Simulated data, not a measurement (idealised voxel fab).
A process module follows: voxel air gaps.
Section shown: cut. Width: 215 nm. Cell size: 5 nm, square.
A cross-section in this document is a grid of square cells, and it is written down as bands, the top band listed before the ones below it; a band is made up of one or more rows of cells.
In this notation a band is specified by the heights of its top and bottom, in that order and in nm, after which its materials appear from left to right, each paired with its width in nm. The word "throughout" attached to a single material means that material fills the band from edge to edge; the word "blank" stands for empty space.
Convention: height 0 is the level below which the wafer, as received, is all one material. The lowest band does not terminate at the bottom but continues downward, represented as "top 0, no bottom".
Quick explanation for "30 to 40": the width changes in equal steps down the rows of cells, from the first number in the band's top row to the second number in its bottom row.
Any step labelled "remained the same" changed none of the cells in the cross-section.
What "Enclosed cavities" gives you is every empty space of 8 cells or more that is cut off from the top. Each appears as width x height at distance, with the distance taken from the left edge and width, height and distance all in nm.
Past the settings on a step's line: simulator remark, on that step.
Each step line may optionally specify "overlay nm", which for a step with a mask gives the rightward distance between the mask's planned place and where it lay, a negative value indicating the leftward direction.
Listed below are the process steps as planned
1. RECEIVE: material Si
2. CONFORMAL_DEP: material SiO2, thk nm 10
3. CONFORMAL_DEP: material SiN, thk nm 5
4. DIRECTIONAL_DEP: material lowk, thk nm 35
5. DIRECTIONAL_DEP: material aC, thk nm 15
6. PATTERN: tone open, mask id LINES, material resist, width nm 15, pitch nm 45, thk nm 35, overlay nm 0
7. DIRECTIONAL_ETCH: etch materials aC, depth nm 15
8. STRIP: etch materials resist
9. DIRECTIONAL_ETCH: etch materials lowk, depth nm 35
10. STRIP: etch materials aC
11. CONFORMAL_DEP: material TiN, thk nm 5
12. FILL_DEP: material Ru, thk nm 10
13. CMP: height nm 50
14. EPI: material Ru, thk nm 10
15. SELECTIVE_ETCH: etch materials lowk, depth nm 45
16. CONFORMAL_DEP: material SiN, thk nm 5
Account of the first of two wafers, which was processed as intended
Shown in cross-section is the wafer as received, that is, as it stands after step 1
  top 0, no bottom | Si throughout
  Enclosed cavities: none
After step 2: wafer cross-section
  top 10, bottom 0 | SiO2 throughout
  below 0: unchanged
After step 3: wafer cross-section
  top 15, bottom 10 | SiN throughout
  below 10: unchanged
After step 4: wafer cross-section
  top 50, bottom 15 | lowk throughout
  below 15: unchanged
After step 5: wafer cross-section
  top 65, bottom 50 | aC throughout
  below 50: unchanged
After step 6: wafer cross-section
  top 100, bottom 65 | resist=55  blank=15  resist=30  blank=15  resist=30  blank=15  resist=55
  below 65: unchanged
After step 7: wafer cross-section
  top 85, bottom 65 | resist=55  blank=15  resist=30  blank=15  resist=30  blank=15  resist=55
  top 65, bottom 50 | aC=55  blank=15  aC=30  blank=15  aC=30  blank=15  aC=55
  below 50: unchanged
After step 8: wafer cross-section
  top 65, bottom 50 | aC=55  blank=15  aC=30  blank=15  aC=30  blank=15  aC=55
  below 50: unchanged
After step 9: wafer cross-section
  top 65, bottom 50 | aC=55  blank=15  aC=30  blank=15  aC=30  blank=15  aC=55
  top 50, bottom 15 | lowk=55  blank=15  lowk=30  blank=15  lowk=30  blank=15  lowk=55
  below 15: unchanged
After step 10: wafer cross-section
  top 50, bottom 15 | lowk=55  blank=15  lowk=30  blank=15  lowk=30  blank=15  lowk=55
  below 15: unchanged
After step 11: wafer cross-section
  top 55, bottom 50 | TiN=60  blank=5  TiN=40  blank=5  TiN=40  blank=5  TiN=60
  top 50, bottom 20 | lowk=55  TiN=5  blank=5  TiN=5  lowk=30  TiN=5  blank=5  TiN=5  lowk=30  TiN=5  blank=5  TiN=5  lowk=55
  top 20, bottom 15 | lowk=55  TiN=15  lowk=30  TiN=15  lowk=30  TiN=15  lowk=55
  below 15: unchanged
After step 12: wafer cross-section
  top 65, bottom 55 | Ru throughout
  top 55, bottom 50 | TiN=60  Ru=5  TiN=40  Ru=5  TiN=40  Ru=5  TiN=60
  top 50, bottom 20 | lowk=55  TiN=5  Ru=5  TiN=5  lowk=30  TiN=5  Ru=5  TiN=5  lowk=30  TiN=5  Ru=5  TiN=5  lowk=55
  below 20: unchanged
After step 13: wafer cross-section
  top 50, bottom 20 | lowk=55  TiN=5  Ru=5  TiN=5  lowk=30  TiN=5  Ru=5  TiN=5  lowk=30  TiN=5  Ru=5  TiN=5  lowk=55
  below 20: unchanged
After step 14: wafer cross-section
  top 60, bottom 50 | blank=45  Ru=35  blank=10  Ru=35  blank=10  Ru=35  blank=45
  below 50: unchanged
After step 15: wafer cross-section
  top 60, bottom 50 | blank=45  Ru=35  blank=10  Ru=35  blank=10  Ru=35  blank=45
  top 50, bottom 20 | blank=55  TiN=5  Ru=5  TiN=5  blank=30  TiN=5  Ru=5  TiN=5  blank=30  TiN=5  Ru=5  TiN=5  blank=55
  top 20, bottom 15 | blank=55  TiN=15  blank=30  TiN=15  blank=30  TiN=15  blank=55
  below 15: unchanged
After step 16: wafer cross-section
  top 65, bottom 60 | blank=40  SiN=135  blank=40
  top 60, bottom 50 | blank=40  SiN=5  Ru=35  SiN=10  Ru=35  SiN=10  Ru=35  SiN=5  blank=40
  top 50, bottom 45 | blank=40  SiN=15  TiN=5  Ru=5  TiN=5  SiN=30  TiN=5  Ru=5  TiN=5  SiN=30  TiN=5  Ru=5  TiN=5  SiN=15  blank=40
  top 45, bottom 20 | blank=50  SiN=5  TiN=5  Ru=5  TiN=5  SiN=5  blank=20  SiN=5  TiN=5  Ru=5  TiN=5  SiN=5  blank=20  SiN=5  TiN=5  Ru=5  TiN=5  SiN=5  blank=50
  top 20, bottom 15 | SiN=55  TiN=15  SiN=30  TiN=15  SiN=30  TiN=15  SiN=55
  below 15: unchanged
  Enclosed cavities: 20 x 25 at 75; 20 x 25 at 120
The second wafer: identical to the first at the outset and in its planned sequence, differing only in that one mistake was made during processing; up to and including step 13, its path is the first wafer's path
Second wafer cross-section, taken as of the time the plan sets for step 14 to be done
  top 70, bottom 50 | blank=35  Ru=145  blank=35
  below 50: unchanged
Second wafer cross-section, taken as of the time the plan sets for step 15 to be done
  top 70, bottom 50 | blank=35  Ru=145  blank=35
  top 50, bottom 20 | blank=55  TiN=5  Ru=5  TiN=5  lowk=30  TiN=5  Ru=5  TiN=5  lowk=30  TiN=5  Ru=5  TiN=5  blank=55
  top 20, bottom 15 | blank=55  TiN=15  lowk=30  TiN=15  lowk=30  TiN=15  blank=55
  below 15: unchanged
Second wafer cross-section, taken as of the time the plan sets for step 16 to be done
  top 75, bottom 70 | blank=30  SiN=155  blank=30
  top 70, bottom 50 | blank=30  SiN=5  Ru=145  SiN=5  blank=30
  top 50, bottom 45 | blank=30  SiN=25  TiN=5  Ru=5  TiN=5  lowk=30  TiN=5  Ru=5  TiN=5  lowk=30  TiN=5  Ru=5  TiN=5  SiN=25  blank=30
  top 45, bottom 20 | blank=50  SiN=5  TiN=5  Ru=5  TiN=5  lowk=30  TiN=5  Ru=5  TiN=5  lowk=30  TiN=5  Ru=5  TiN=5  SiN=5  blank=50
  top 20, bottom 15 | SiN=55  TiN=15  lowk=30  TiN=15  lowk=30  TiN=15  SiN=55
  below 15: unchanged
Deviation noted in wafer processing: step 14 in the plan was executed twice
Bottom line after processing is that, in cells, the second wafer is up or down on some materials versus the first: Ru: 74 more | SiN: 40 fewer | lowk: 84 more
Wafer, first: 2 closed voids at end. Wafer, second: 0.
